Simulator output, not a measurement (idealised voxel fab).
Process module heading - voxel local oxidation
The cross-section on display is named cut; it measures 295 nm wide, and its cells are 5 nm squares.
Notation: cross-section as square-cell grid; stated in bands, top first, going down; one or more cell rows per band. Heights first: top, then bottom, in nm. Then materials, left to right, each with a width in nm. "full width" on a single material: fills the band edge to edge. "empty": empty space. We count height from 0. Below that, the starting wafer is all one material. The lowest band never ends at the bottom but goes on down; see "z 0 and below" for how that is written. The width entry "30..40" should be interpreted row by row: the top row of cells in the band takes the first number, the bottom row takes the second number, and the change between adjacent rows is uniform throughout. No cell of the cross-section changed in a step that is given as "identical to before". "Closed voids list" contains a list of empty spaces, each no smaller than 8 cells and without an open way to the top, written in the form width x height at distance with the distance from the left edge and all three in nm. If you see something after the settings on a step's line, that's the simulator's own remark about that step. If you see "overlay nm" on a step's line and that step has a mask, it's telling you how far right of where it was planned the mask ended up; a negative number means it went left instead.

### plan
1: RECEIVE | material Si
2: CONFORMAL_DEP | material SiO2 | thk nm 5
3: CONFORMAL_DEP | material SiN | thk nm 15
4: MASKED_ETCH | tone cover | mask id ACTIVE | width nm 100 | etch materials SiN | depth nm 15 | overlay nm 0
5: SELECTIVE_ETCH | etch materials SiO2 | depth nm 5
6: OXIDIZE | depth nm 10
7: STRIP | etch materials SiN

### As received (post step 1): cross-section
- z 0 and below | Si full width
- Closed voids list: none

### Wafer cross-section at end of module: start and plan as shown above, one execution error
- z 15 to 0 | SiO2 full width
- z 0 and below | Si full width
- Closed voids list: none
So what did we get wrong on this run? step 3 ran as: CONFORMAL_DEP | material SiO2 | thk nm 15
